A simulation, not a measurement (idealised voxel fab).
The following is a process module called voxel capacitor over wiring.
We display cut, a cross-section 225 nm in width whose square cells are each 5 nm.
Heads up, the way a cross-section reads in here is a grid of square cells, handed over as bands from the top down, with every band being one or more rows of cells. Heights first: top, then bottom, in nm. Then materials, left to right, each with a width in nm. "full width" on a single material: fills the band edge to edge. "air": empty space. Ref level 0: as-received wafer is one material below here. Bottom band extends down with no lower bound ("0 down"). So if you see something like "30->40" for the width, read it as the top row of the band sitting at the first number and the bottom row at the second, with every row in between moving by the same amount as the last. Reading "identical to before" for a step: not a cell of the cross-section changed in it. Basically, "Closed void roster" tells you about the enclosed voids: empty spaces with no open way to the top, 8 cells or bigger, each written width x height at distance, where distance is from the left edge, all in nm. What comes after the settings on a step's line is commentary from the simulator itself on that step. The line of a step may include "overlay nm". On a step with a mask, this value is how far to the right of its planned place the mask lay. A negative value means the mask lay to the left.

## List of planned process steps
1. RECEIVE | material Si
2. CONFORMAL_DEP | material SiO2 | thk nm 15
3. DIRECTIONAL_DEP | material TiN | thk nm 5
4. DIRECTIONAL_DEP | material W | thk nm 15
5. DIRECTIONAL_DEP | material aC | thk nm 10
6. PATTERN | tone cover | mask id METAL_1 | material resist | width nm 30 | pitch nm 95 | thk nm 30 | overlay nm 0
7. DIRECTIONAL_ETCH | etch materials aC | depth nm 10
8. STRIP | etch materials resist
9. DIRECTIONAL_ETCH | etch materials W | depth nm 15
10. DIRECTIONAL_ETCH | etch materials TiN | depth nm 5
11. STRIP | etch materials aC
12. CONFORMAL_DEP | material SiN | thk nm 5
13. FILL_DEP | material lowk | thk nm 10
14. CMP | height nm 35
15. CONFORMAL_DEP | material SiCN | thk nm 5
16. DIRECTIONAL_DEP | material SiO2 | thk nm 20
17. PATTERN | tone open | mask id PLUG_1 | material resist | width nm 15 | thk nm 20 | overlay nm 0
18. DIRECTIONAL_ETCH | etch materials SiO2 | depth nm 20
19. DIRECTIONAL_ETCH | etch materials SiCN | depth nm 5
20. STRIP | etch materials resist
21. EPI | material Ru | thk nm 10
22. EPI | material Ru | thk nm 10
23. EPI | material Ru | thk nm 5
24. DIRECTIONAL_DEP | material TiN | thk nm 5
25. DIRECTIONAL_DEP | material Al2O3 | thk nm 5
26. DIRECTIONAL_DEP | material TiN | thk nm 10
27. PATTERN | tone cover | mask id UPPER_PLATE | material resist | width nm 70 | thk nm 20 | overlay nm 0
28. DIRECTIONAL_ETCH | etch materials TiN | depth nm 10
29. DIRECTIONAL_ETCH | etch materials Al2O3 | depth nm 5
30. STRIP | etch materials resist
31. PATTERN | tone cover | mask id LOWER_PLATE | material resist | width nm 80 | thk nm 15 | overlay nm 0
32. DIRECTIONAL_ETCH | etch materials TiN | depth nm 5
33. STRIP | etch materials resist
34. FILL_DEP | material SiO2 | thk nm 20
35. CMP | height nm 95
36. MASKED_ETCH | tone open | mask id PLUG_2 | width nm 15 | etch materials SiO2 | depth nm 15 | overlay nm 0
37. CONFORMAL_DEP | material TiN | thk nm 5
38. FILL_DEP | material W | thk nm 10
39. CMP | height nm 95
40. CONFORMAL_DEP | material SiCN | thk nm 5

## Cross-section of the wafer upon arrival, representing the state reached after step 1
	0 down | Si full width
	Closed void roster: none

## Looking at the first of two wafers in cross-section at end of module - ran to plan
	100 to 95 | SiCN full width
	95 to 85 | SiO2 (75), TiN (5), W (5), TiN (5), SiO2 (135)
	85 to 80 | SiO2 (75), TiN (15), SiO2 (135)
	80 to 70 | SiO2 (65), TiN (70), SiO2 (90)
	70 to 65 | SiO2 (65), Al2O3 (70), SiO2 (90)
	65 to 60 | SiO2 (60), TiN (80), SiO2 (85)
	60 to 40 | SiO2 (65), Ru (15), SiO2 (145)
	40 to 35 | SiCN (65), Ru (15), SiCN (145)
	35 to 20 | lowk (45), SiN (5), W (30), SiN (5), lowk (55), SiN (5), W (30), SiN (5), lowk (45)
	20 to 15 | SiN (50), TiN (30), SiN (65), TiN (30), SiN (50)
	15 to 0 | SiO2 full width
	0 down | Si full width
	Closed void roster: none

## Second wafer through the module, sectioned at the end: same beginning and same plan as the first wafer, with one mistake in carrying it out
	100 to 95 | SiCN full width
	95 to 85 | SiO2 (75), TiN (5), W (5), TiN (5), SiO2 (135)
	85 to 80 | SiO2 (75), TiN (15), SiO2 (135)
	80 to 70 | SiO2 (65), TiN (70), SiO2 (90)
	70 to 65 | SiO2 (65), Al2O3 (70), SiO2 (90)
	65 to 60 | SiO2 (60), TiN (80), SiO2 (85)
	60 to 40 | SiO2 (65), Ru (15), SiO2 (145)
	40 to 35 | SiCN (65), Ru (15), SiCN (145)
	35 to 20 | lowk (40), SiN (5), W (40), SiN (5), lowk (45), SiN (5), W (40), SiN (5), lowk (40)
	20 to 15 | SiN (45), TiN (40), SiN (55), TiN (40), SiN (45)
	15 to 0 | SiO2 full width
	0 down | Si full width
	Closed void roster: none
Diagnosis: step 6 was not run as planned; what actually ran was PATTERN | tone cover | mask id METAL_1 | material resist | width nm 40 | pitch nm 95 | thk nm 30 | overlay nm 0
Materials where the second wafer ends with more or fewer cells than the first: 4 fewer of SiN | 4 more of TiN | 12 more of W | 12 fewer of lowk
